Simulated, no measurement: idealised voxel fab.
Process module heading - voxel released beams
In the cross-section labelled cut, the width is 155 nm and each square cell is 5 nm.
Bands, listed from the top down, are how a cross-section gets written in this document; the cross-section itself is a grid of square cells, and a band is one or more rows of them. The entry gives the band's vertical extent as a top height and a bottom height in nm, then its horizontal make-up as materials from left to right, each with a width in nm. "air" stands for empty space; a single material marked "full width" fills the band edge to edge. Where do heights start? At 0: under that level the wafer as delivered is made of one material only. And the lowest band has no floor; it just carries on downward, as in "z 0 and below". You'd read "30->40" like this: the band's top row of cells is as wide as the first number, its bottom row is as wide as the second, and going down, every row changes width by the same amount as the row before did. "no modifications", as given for a step, is the statement that not any cell of the cross-section underwent a change during that step. "Closed internal cavities" means: voids of 8 cells or more that are shut off from the top with no open way through. Written width x height at distance, distance from the left edge, in nm. Past the settings on a step's line: simulator remark, on that step. The "overlay nm" setting may appear on a step's line; for a step that uses a mask, it gives how far to the right of its planned position the mask lay, and a negative value indicates the left.
The planned process steps are enumerated hereunder
1. RECEIVE: material Si
2. CONFORMAL_DEP: material Al2O3, thk nm 5
3. DIRECTIONAL_DEP: material SiO2, thk nm 10
4. DIRECTIONAL_DEP: material aC, thk nm 15
5. PATTERN: tone open, mask id ANCHOR, material resist, width nm 40, thk nm 35, overlay nm 0
6. DIRECTIONAL_ETCH: etch materials aC, depth nm 15
7. STRIP: etch materials resist
8. DIRECTIONAL_ETCH: etch materials SiO2, depth nm 10
9. STRIP: etch materials aC
10. CONFORMAL_DEP: material SiN, thk nm 15
11. MASKED_ETCH: tone cover, mask id BEAM, width nm 100, etch materials SiN, depth nm 15, overlay nm 0
12. STRIP: etch materials SiO2
First wafer, as planned
Cross-section of the wafer upon arrival, representing the state reached after step 1
> z 0 and below = Si full width
> Closed internal cavities: none
Step 2 done - wafer cross-section
> z 5 to 0 = Al2O3 full width
> Lower than 0, everything is as it was.
Step 3 done - wafer cross-section
> z 15 to 5 = SiO2 full width
> Lower than 5, everything is as it was.
Step 4 done - wafer cross-section
> z 30 to 15 = aC full width
> Lower than 15, everything is as it was.
Step 5 done - wafer cross-section
> z 65 to 30 = resist=30 / air=40 / resist=85
> Lower than 30, everything is as it was.
Step 6 done - wafer cross-section
> z 50 to 30 = resist=30 / air=40 / resist=85
> z 30 to 15 = aC=30 / air=40 / aC=85
> Lower than 15, everything is as it was.
Step 7 done - wafer cross-section
> z 30 to 15 = aC=30 / air=40 / aC=85
> Lower than 15, everything is as it was.
Step 8 done - wafer cross-section
> z 30 to 15 = aC=30 / air=40 / aC=85
> z 15 to 5 = SiO2=30 / air=40 / SiO2=85
> Lower than 5, everything is as it was.
Step 9 done - wafer cross-section
> z 15 to 5 = SiO2=30 / air=40 / SiO2=85
> Lower than 5, everything is as it was.
Step 10 done - wafer cross-section
> z 30 to 20 = SiN=45 / air=10 / SiN=100
> z 20 to 15 = SiN full width
> z 15 to 5 = SiO2=30 / SiN=40 / SiO2=85
> Lower than 5, everything is as it was.
Step 11 done - wafer cross-section
> z 30 to 20 = air=25 / SiN=20 / air=10 / SiN=70 / air=30
> z 20 to 15 = air=25 / SiN=100 / air=30
> Lower than 15, everything is as it was.
Step 12 done - wafer cross-section
> z 30 to 20 = air=25 / SiN=20 / air=10 / SiN=70 / air=30
> z 20 to 15 = air=25 / SiN=100 / air=30
> z 15 to 5 = air=30 / SiN=40 / air=85
> Lower than 5, everything is as it was.
Companion wafer, the second of two: same beginning, same intended sequence, one mistake in carrying it out; through step 10 inclusive it tracks the first exactly
X-section, second wafer, when step 11 was due to finish
> z 30 to 15 = SiN=25 / air=100 / SiN=30
> z 15 to 5 = SiO2=30 / SiN=15 / air=10 / SiN=15 / SiO2=85
> Lower than 5, everything is as it was.
X-section, second wafer, when step 12 was due to finish
> z 15 to 5 = air=30 / SiN=15 / air=10 / SiN=15 / air=85
> Lower than 5, everything is as it was.
Which mistake was made when the wafer was run? off-plan run, step 11, actual operation and settings MASKED_ETCH: tone open, mask id BEAM, width nm 100, etch materials SiN, depth nm 15, overlay nm 0
at the end the second wafer has, in cells: 60 fewer of SiN
